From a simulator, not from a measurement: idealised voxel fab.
process module | voxel spacer lines
cross-section cut | 225 nm wide | cells 5 nm
A cross-section is a grid of square cells, given in bands from the top down. A band is one or more rows of cells.
Each band's line starts with the height of the band's top and of its bottom, in nm. Then come its materials from left to right, each with its width in nm. One material with "throughout" fills the band from edge to edge. "air" is empty space.
Height 0 is the level under which the wafer as received is all one material. The lowest band goes on downwards, as in "0 down".
A width such as "30 to 40" changes by the same amount from each row of cells to the next, from the band's top row to its bottom row.
"no change" after a step means that no cell of the cross-section changed.
closed voids: empty space of 8 cells or more with no open way to the top, each as width x height at its distance from the left edge, in nm
after a step's settings: what the simulator itself notes on the step
overlay nm, on a step with a mask: how far to the right of its planned place the mask lay; to the left if negative
plan
1 op RECEIVE | material Si
2 op CONFORMAL_DEP | material Al2O3 | thk nm 5
3 op DIRECTIONAL_DEP | material polySi | thk nm 20
4 op DIRECTIONAL_DEP | material aC | thk nm 20
5 op PATTERN | tone cover | mask id MANDREL | material resist | width nm 20 | pitch nm 70 | thk nm 25 | overlay nm 0
6 op DIRECTIONAL_ETCH | etch materials aC | depth nm 20
7 op STRIP | etch materials resist
8 op CONFORMAL_DEP | material SiN | thk nm 15
9 op DIRECTIONAL_ETCH | etch materials SiN | depth nm 15
10 op STRIP | etch materials aC
11 op DIRECTIONAL_ETCH | etch materials polySi | depth nm 20
12 op STRIP | etch materials SiN
as received, after step 1
  0 down: Si throughout
  closed voids: none
a wafer at the end: this start, this plan, one mistake
  45 to 25: air 15 | polySi 15 | air 20 | polySi 15 | air 20 | polySi 15 | air 20 | polySi 15 | air 20 | polySi 15 | air 20 | polySi 15 | air 20
  25 to 5: polySi throughout
  5 to 0: Al2O3 throughout
  0 down: Si throughout
  closed voids: none
what went wrong: step 3 was run twice
